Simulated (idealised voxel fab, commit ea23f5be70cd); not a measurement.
process module | voxel local oxidation
cross-section cut | 230 nm wide | cells 5 nm
A cross-section is a grid of square cells, given in bands from the top down. A band is one or more rows of cells.
Each band's line starts with the height of the band's top and of its bottom, in nm. Then come its materials from left to right, each with its width in nm. One material with "throughout" fills the band from edge to edge. "air" is empty space.
Height 0 is the level under which the wafer as received is all one material. The lowest band goes on downwards, as in "0 down".
A width such as "30 to 40" changes by the same amount from each row of cells to the next, from the band's top row to its bottom row.
"no change" after a step means that no cell of the cross-section changed.
closed voids: empty space of 8 cells or more with no open way to the top, each as width x height at its distance from the left edge, in nm
after a step's settings: what the simulator itself notes on the step
overlay nm, on a step with a mask: how far to the right of its planned place the mask lay; to the left if negative
plan
1 op RECEIVE | material Si
2 op CONFORMAL_DEP | material SiO2 | thk nm 5
3 op CONFORMAL_DEP | material SiN | thk nm 15
4 op PATTERN | tone cover | mask id ACTIVE | material resist | width nm 90 | thk nm 15 | overlay nm 0
5 op DIRECTIONAL_ETCH | etch materials SiN | depth nm 15
6 op STRIP | etch materials resist
7 op SELECTIVE_ETCH | etch materials SiO2 | depth nm 5
8 op OXIDIZE | depth nm 10
9 op STRIP | etch materials SiN
first wafer, as planned
as received, after step 1
  0 down: Si throughout
  closed voids: none
after step 2
  5 to 0: SiO2 throughout
  below 0: unchanged
after step 3
  20 to 5: SiN throughout
  below 5: unchanged
after step 4
  35 to 20: air 70 | resist 90 | air 70
  below 20: unchanged
after step 5
  35 to 20: air 70 | resist 90 | air 70
  20 to 5: air 70 | SiN 90 | air 70
  below 5: unchanged
after step 6
  20 to 5: air 70 | SiN 90 | air 70
  below 5: unchanged
after step 7
  20 to 5: air 70 | SiN 90 | air 70
  5 to 0: air 75 | SiO2 80 | air 75
  below 0: unchanged
after step 8
  20 to 5: air 70 | SiN 90 | air 70
  5 to 0: air 75 | SiO2 80 | air 75
  0 to -10: SiO2 85 | Si 60 | SiO2 85
  below -10: unchanged
after step 9
  5 to 0: air 75 | SiO2 80 | air 75
  below 0: unchanged
second wafer: like start, like plan, one mistake. Through step 7 it matches the first wafer
when step 8 should have ended
  20 to 5: air 70 | SiN 90 | air 70
  5 to 0: air 75 | SiO2 80 | air 75
  0 to -15: SiO2 90 | Si 50 | SiO2 90
  below -15: unchanged
when step 9 should have ended
  5 to 0: air 75 | SiO2 80 | air 75
  below 0: unchanged
what went wrong: step 8 ran as: op OXIDIZE | depth nm 15
at the end the second wafer has, in cells: 40 fewer of Si | 40 more of SiO2
